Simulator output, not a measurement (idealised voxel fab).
The name of this process module is voxel self aligned vias.
In the cross-section labelled cut, the width is 245 nm and each square cell is 5 nm.
Think of the cross-section as a grid of square cells. We describe it in bands, top to bottom, and each band covers one or more rows of those cells. Look at the band entry: it leads with the top's height and the bottom's height in nm. Then it lists the materials left to right, with a width in nm for each. The word "full width" on a single material says that material fills the band edge to edge. The word "blank" is empty space. The level at which height equals 0 is the one under which the wafer, as it arrives, is entirely one material. No lower edge exists for the bottom band, which continues downward and is notated as in "0 and below". When a width is written as two numbers, as in "30->40", the first number is the width in the top row of cells of the band and the second is the width in its bottom row, and the width changes by the same amount from each row to the next. Where a step carries "nothing got changed", the cross-section came out of it unchanged, cell for cell. The entry titled "Unvented voids" provides the empty spaces that have no open way to the top, restricted to those of 8 cells or more. Each is presented as width x height at distance, the distance being measured from the left edge, with all three in nm. Read whatever lies past the settings on a step's line as the simulator's own remark about the step. overlay nm: mask offset rightward from planned place, masked step; negative means leftward offset.
# These are the steps we planned for the process
1) RECEIVE [material Si]
2) CONFORMAL_DEP [material SiO2] [thk nm 15]
3) CONFORMAL_DEP [material SiCN] [thk nm 5]
4) DIRECTIONAL_DEP [material SiO2] [thk nm 25]
5) MASKED_ETCH [tone open] [mask id LINES] [width nm 30] [pitch nm 65] [etch materials SiO2] [depth nm 25] [overlay nm 0]
6) CONFORMAL_DEP [material TiN] [thk nm 5]
7) FILL_DEP [material W] [thk nm 10]
8) CMP [height nm 45]
9) SELECTIVE_ETCH [etch materials W Ru TiN] [depth nm 5]
10) FILL_DEP [material SiN] [thk nm 5]
11) CMP [height nm 35]
12) DIRECTIONAL_DEP [material SiO2] [thk nm 15]
13) MASKED_ETCH [tone open] [mask id VIAS] [width nm 50] [pitch nm 65] [etch materials SiO2] [depth nm 15] [overlay nm 0]
14) MASKED_ETCH [tone open] [mask id VIAS] [width nm 50] [pitch nm 65] [etch materials SiN] [depth nm 5] [overlay nm 0]
15) CONFORMAL_DEP [material TiN] [thk nm 5]
16) FILL_DEP [material W] [thk nm 5]
17) CMP [height nm 60]
18) CONFORMAL_DEP [material SiCN] [thk nm 5]
Every wafer here starts from the same state; it is the step 11 height nm that distinguishes them, and the value the plan gives belongs to the first wafer.
# Cross-section, first of several wafers, as delivered after step 1
	0 and below | Si full width
	Unvented voids: none
# First of several wafers: cross-section at the end of the module, after step 18, its last step
	65 down to 60 | SiCN full width
	60 down to 55 | W full width
	55 down to 50 | TiN 35  W 40  TiN 25  W 40  TiN 25  W 40  TiN 40
	50 down to 40 | SiO2 30  TiN 5  W 40  TiN 5  SiO2 15  TiN 5  W 40  TiN 5  SiO2 15  TiN 5  W 40  TiN 5  SiO2 35
	40 down to 35 | SiO2 30  TiN 50  SiO2 15  TiN 50  SiO2 15  TiN 50  SiO2 35
	35 down to 25 | SiO2 40  TiN 5  W 20  TiN 5  SiO2 35  TiN 5  W 20  TiN 5  SiO2 35  TiN 5  W 20  TiN 5  SiO2 45
	25 down to 20 | SiO2 40  TiN 30  SiO2 35  TiN 30  SiO2 35  TiN 30  SiO2 45
	20 down to 15 | SiCN full width
	15 down to 0 | SiO2 full width
	0 and below | Si full width
	Unvented voids: none
# Cross-section of the final wafer among several, taken at the end of the module
	65 down to 60 | SiCN full width
	60 down to 50 | SiO2 30  TiN 5  W 40  TiN 5  SiO2 15  TiN 5  W 40  TiN 5  SiO2 15  TiN 5  W 40  TiN 5  SiO2 35
	50 down to 45 | SiN 30  TiN 50  SiN 15  TiN 50  SiN 15  TiN 50  SiN 35
	45 down to 40 | SiO2 40  SiN 30  SiO2 35  SiN 30  SiO2 35  SiN 30  SiO2 45
	40 down to 25 | SiO2 40  TiN 5  W 20  TiN 5  SiO2 35  TiN 5  W 20  TiN 5  SiO2 35  TiN 5  W 20  TiN 5  SiO2 45
	25 down to 20 | SiO2 40  TiN 30  SiO2 35  TiN 30  SiO2 35  TiN 30  SiO2 45
	20 down to 15 | SiCN full width
	15 down to 0 | SiO2 full width
	0 and below | Si full width
	Unvented voids: none
# Basically each wafer gets a line in the table, showing it at the end of the module: material by material, the cells it gained (+) or lost (-) since we got it, then its closed voids
height nm 35, +98 SiCN, +297 SiO2, +97 TiN, +145 W, Unvented voids: none
height nm 40, +98 SiCN, +328 SiO2, +103 TiN, +108 W, Unvented voids: none
height nm 45, +98 SiCN, +359 SiO2, +84 TiN, +96 W, Unvented voids: none
height nm 50, +98 SiCN, +37 SiN, +340 SiO2, +78 TiN, +84 W, Unvented voids: none
